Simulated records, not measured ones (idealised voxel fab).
Process module name: voxel transistor to metal
This is section cut - it's 205 nm across, gridded in 5 nm square cells.
In this document a cross-section is written as a grid of square cells. It is given as a series of bands, listed from the top down, and a band is one or more rows of cells. This entry defines a band. It first specifies the height of the band's top and the height of its bottom in nm, and then specifies the band's materials from left to right, stating each material with its width in nm. The word "throughout" identifies a single material that fills the band from edge to edge, while the word "empty" identifies empty space. Basically, 0 is our baseline, since under it the wafer straight out of the box is all one material. The bottom band has no lower end and keeps on going down, so it looks like "0 and below". Graded width ("30..40"): value in top row of band = first number; value in bottom row = second number; row-to-row change constant. Reading "changes: none" for a step: not a cell of the cross-section changed in it. The label "Entrapped voids" introduces a list of the empty spaces, 8 cells or larger, that have no open way up to the top; each entry in it reads width x height at distance, where the distance is taken from the left edge and all three are stated in nm. On each step's line, the part that comes after the settings is the simulator's own comment on the step. "overlay nm" denotes, for a step that has a mask, the displacement of the mask to the right of its planned place, with negative values corresponding to the left.

Planned step list for the process:
1: RECEIVE, material Si
2: CONFORMAL_DEP, material SiO2, thk nm 5
3: CONFORMAL_DEP, material SiN, thk nm 15
4: MASKED_ETCH, tone cover, mask id ACTIVE, width nm 105, etch materials SiN, depth nm 15, overlay nm 0
5: MASKED_ETCH, tone cover, mask id ACTIVE, width nm 105, etch materials SiO2, depth nm 5, overlay nm 0
6: MASKED_ETCH, tone cover, mask id ACTIVE, width nm 105, etch materials Si, depth nm 35, overlay nm 0
7: FILL_DEP, material SiO2, thk nm 15
8: CMP, height nm 20
9: SELECTIVE_ETCH, etch materials SiO2, depth nm 5
10: STRIP, etch materials SiN
11: SELECTIVE_ETCH, etch materials SiO2, depth nm 5
12: OXIDIZE, depth nm 5
13: DIRECTIONAL_DEP, material polySi, thk nm 20
14: DIRECTIONAL_DEP, material SiCN, thk nm 15
15: DIRECTIONAL_DEP, material aC, thk nm 10
16: PATTERN, tone cover, mask id GATE, material resist, width nm 15, thk nm 30, overlay nm 0
17: DIRECTIONAL_ETCH, etch materials aC, depth nm 10
18: STRIP, etch materials resist
19: DIRECTIONAL_ETCH, etch materials SiCN, depth nm 25
20: DIRECTIONAL_ETCH, etch materials polySi, depth nm 30
21: STRIP, etch materials aC
22: CONFORMAL_DEP, material SiO2, thk nm 5
23: DIRECTIONAL_ETCH, etch materials SiO2, depth nm 5
24: CONFORMAL_DEP, material SiN, thk nm 5
25: DIRECTIONAL_ETCH, etch materials SiN, depth nm 5
26: DIRECTIONAL_ETCH, etch materials SiO2, depth nm 5
27: DIRECTIONAL_ETCH, etch materials Si, depth nm 15
28: EPI, material nSi, thk nm 15
29: FILL_DEP, material SiO2, thk nm 5
30: CMP, height nm 35
31: DIRECTIONAL_DEP, material SiO2, thk nm 15
32: DIRECTIONAL_DEP, material aC, thk nm 15
33: PATTERN, tone open, mask id CONTACT, material resist, width nm 35, pitch nm 60, thk nm 30, overlay nm 0
34: DIRECTIONAL_ETCH, etch materials aC, depth nm 15
35: STRIP, etch materials resist
36: DIRECTIONAL_ETCH, etch materials SiO2, depth nm 40
37: STRIP, etch materials aC
38: CONFORMAL_DEP, material TiN, thk nm 5
39: FILL_DEP, material Ru, thk nm 10
40: CMP, height nm 50
41: DIRECTIONAL_DEP, material TiN, thk nm 5
42: DIRECTIONAL_DEP, material W, thk nm 15
43: PATTERN, tone cover, mask id METAL_1, material resist, width nm 20, pitch nm 75, thk nm 15, overlay nm 0
44: DIRECTIONAL_ETCH, etch materials W, depth nm 15
45: DIRECTIONAL_ETCH, etch materials TiN, depth nm 5
46: STRIP, etch materials resist
47: FILL_DEP, material lowk, thk nm 5
48: CMP, height nm 70
49: CONFORMAL_DEP, material SiN, thk nm 5

The cross-section here shows the wafer as received, i.e. in its state after step 1:
0 and below = Si throughout
Entrapped voids: none

Cross-sectional result after module completion. Note: starting condition and plan are unchanged from above; one processing mistake was made:
75 down to 70 = SiN throughout
70 down to 55 = lowk: 55 | W: 20 | lowk: 55 | W: 20 | lowk: 55
55 down to 50 = lowk: 55 | TiN: 20 | lowk: 55 | TiN: 20 | lowk: 55
50 down to 35 = SiO2: 55 | TiN: 5 | Ru: 25 | TiN: 5 | SiO2: 25 | TiN: 5 | Ru: 25 | TiN: 5 | SiO2: 55
35 down to 25 = SiO2: 55 | TiN: 5 | Ru: 25 | TiN: 5 | SiO2: 5 | SiCN: 15 | SiO2: 5 | TiN: 5 | Ru: 25 | TiN: 5 | SiO2: 55
25 down to 20 = SiO2: 55 | TiN: 5 | Ru: 20 | TiN: 10 | SiO2: 5 | SiCN: 15 | SiO2: 5 | TiN: 10 | Ru: 20 | TiN: 5 | SiO2: 55
20 down to 15 = SiO2: 55 | TiN: 5 | Ru: 20 | TiN: 5 | SiN: 5 | SiO2: 5 | polySi: 15 | SiO2: 5 | SiN: 5 | TiN: 5 | Ru: 20 | TiN: 5 | SiO2: 55
15 down to 10 = SiO2: 55 | TiN: 30 | SiN: 5 | SiO2: 5 | polySi: 15 | SiO2: 5 | SiN: 5 | TiN: 30 | SiO2: 55
10 down to 0 = SiO2: 45..50 | nSi: 40..35 | SiN: 5 | SiO2: 5 | polySi: 15 | SiO2: 5 | SiN: 5 | nSi: 40..35 | SiO2: 45..50
0 down to -5 = SiO2: 55 | nSi: 30 | SiO2: 35 | nSi: 30 | SiO2: 55
-5 down to -35 = SiO2: 50 | Si: 105 | SiO2: 50
-35 and below = Si throughout
Entrapped voids: none
Want to know what went wrong? it should be noted that step 27 was executed with settings other than those planned, the operation and settings actually applied being DIRECTIONAL_ETCH, etch materials SiN, depth nm 15
